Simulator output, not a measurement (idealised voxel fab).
Process module, titled voxel ribs on slabs
In the cross-section labelled cut, the width is 165 nm and each square cell is 5 nm.
We lay out every cross-section as a grid of square cells and spell it out in bands from the top down, where one band means one or more rows of cells.
The band entry comprises the height of the band's top followed by the height of its bottom, expressed in nm, and subsequently the band's materials from left to right, each stated together with its width in nm. Where a single material is marked with the word "everywhere", that material fills the band from edge to edge. The word "empty" represents empty space.
We count height from 0. Below that, the starting wafer is all one material. The lowest band never ends at the bottom but goes on down; see "from 0 down" for how that is written.
So if you see something like "30->40" for the width, read it as the top row of the band sitting at the first number and the bottom row at the second, with every row in between moving by the same amount as the last.
The cross-section has no changed cell in any step marked "everything unchanged".
Under "Enclosed cavity list" you'll find the enclosed gaps, the ones with no way out to the top, that are 8 cells or bigger; each reads width x height at distance, with distance counted from the left edge, everything in nm.
Note: text after step settings on the step line = simulator remark on that step.
overlay nm: mask right of planned place by this much (step with mask). Neg. = left.
-- Process steps (planned)
- 1: RECEIVE (material Si)
- 2: DIRECTIONAL_DEP (material SiO2; thk nm 25)
- 3: DIRECTIONAL_DEP (material SiN; thk nm 15)
- 4: MASKED_ETCH (tone cover; mask id RIB; width nm 25; etch materials SiN; depth nm 5; overlay nm 0)
- 5: PATTERN (tone cover; mask id SLAB; material resist; width nm 55; thk nm 20; overlay nm 0)
- 6: DIRECTIONAL_ETCH (etch materials SiN; depth nm 10)
- 7: STRIP (etch materials resist)
- 8: FILL_DEP (material SiO2; thk nm 15)
- 9: CMP (height nm 50)
- 10: DIRECTIONAL_DEP (material TiN; thk nm 5)
- 11: PATTERN (tone cover; mask id HEATER; material resist; width nm 35; thk nm 20; overlay nm 0)
- 12: DIRECTIONAL_ETCH (etch materials TiN; depth nm 5)
- 13: STRIP (etch materials resist)
- 14: CONFORMAL_DEP (material SiN; thk nm 10)
-- As-received state of the wafer in cross-section, equivalent to post-step 1
    from 0 down  Si everywhere
    Enclosed cavity list: none
-- First of two wafers at the end of the module, shown in cross-section; run carried out as planned
    from 65 to 60  empty (55) / SiN (55) / empty (55)
    from 60 to 55  SiN everywhere
    from 55 to 50  SiN (65) / TiN (35) / SiN (65)
    from 50 to 40  SiO2 everywhere
    from 40 to 35  SiO2 (70) / SiN (25) / SiO2 (70)
    from 35 to 25  SiO2 (55) / SiN (55) / SiO2 (55)
    from 25 to 0  SiO2 everywhere
    from 0 down  Si everywhere
    Enclosed cavity list: none
-- Wafer two cross-section, module end. Start and plan unchanged from wafer one; one mistake made during the run
    from 65 to 60  empty (55) / SiN (55) / empty (55)
    from 60 to 55  SiN everywhere
    from 55 to 50  SiN (65) / TiN (35) / SiN (65)
    from 50 to 40  SiO2 everywhere
    from 40 to 35  SiO2 (75) / SiN (20) / SiO2 (70)
    from 35 to 25  SiO2 (55) / SiN (55) / SiO2 (55)
    from 25 to 0  SiO2 everywhere
    from 0 down  Si everywhere
    Enclosed cavity list: none
Where did the run depart from the plan? not per plan at step 4, really ran MASKED_ETCH (tone cover; mask id RIB; width nm 20; etch materials SiN; depth nm 5; overlay nm 0)
Final wafer comparison in cells, second versus first, more or fewer per material: -1 SiN | +1 SiO2
